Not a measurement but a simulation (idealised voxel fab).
Proc. module: voxel spacer lines
Section cut is 155 nm wide and gridded with 5 nm square cells.
For the purposes of this document, a cross-section shall be understood as a grid of square cells, specified as bands listed in top-to-bottom order, each band consisting of one or more rows of cells.
Within each band entry, the heights of the top and of the bottom of the band appear first, in that order and in nm; the materials of the band then follow from left to right, each with its corresponding width in nm. The designation "throughout" on a single material indicates that it fills the band from edge to edge; the designation "empty" indicates empty space.
Heights from 0 (as-received wafer is one material below). Bottom band endless downward, as "top 0, no bottom".
The expression "30 to 40" gives the width at the extremes of the band, the first number at its top row of cells and the second at its bottom row, with the width changing by equal amounts from each row to the next in between.
No cell of the cross-section changed in a step that is given as "all unchanged".
What "Trapped void list" gives you is every empty space of 8 cells or more that is cut off from the top. Each appears as width x height at distance, with the distance taken from the left edge and width, height and distance all in nm.
On each step's line, the part that comes after the settings is the simulator's own comment on the step.
overlay nm: how far to the right of its planned place the mask lay on this masked step (negative: to the left).
### Steps in the process plan
1 RECEIVE | material Si
2 CONFORMAL_DEP | material Al2O3 | thk nm 5
3 DIRECTIONAL_DEP | material W | thk nm 20
4 DIRECTIONAL_DEP | material polySi | thk nm 25
5 PATTERN | tone cover | mask id MANDREL | material resist | width nm 15 | pitch nm 50 | thk nm 30 | overlay nm 0
6 DIRECTIONAL_ETCH | etch materials polySi | depth nm 25
7 STRIP | etch materials resist
8 CONFORMAL_DEP | material SiO2 | thk nm 10
9 DIRECTIONAL_ETCH | etch materials SiO2 | depth nm 10
10 STRIP | etch materials polySi
11 DIRECTIONAL_ETCH | etch materials W | depth nm 20
12 STRIP | etch materials SiO2
13 FILL_DEP | material SiO2 | thk nm 5
14 CMP | height nm 25
### Shown in cross-section is the wafer as received, that is, as it stands after step 1
	top 0, no bottom: Si throughout
	Trapped void list: none
### Wafer cross-section at end of module: start and plan as shown above, one execution error
	top 25, bottom 20: SiO2 throughout
	top 20, bottom 0: 10 of SiO2; 10 of W; 15 of SiO2; 10 of W; 15 of SiO2; 10 of W; 15 of SiO2; 10 of W; 15 of SiO2; 10 of W; 15 of SiO2; 10 of W; 10 of SiO2
	top 0, no bottom: Si throughout
	Trapped void list: none
Run error: step 2 of the plan was omitted and not executed
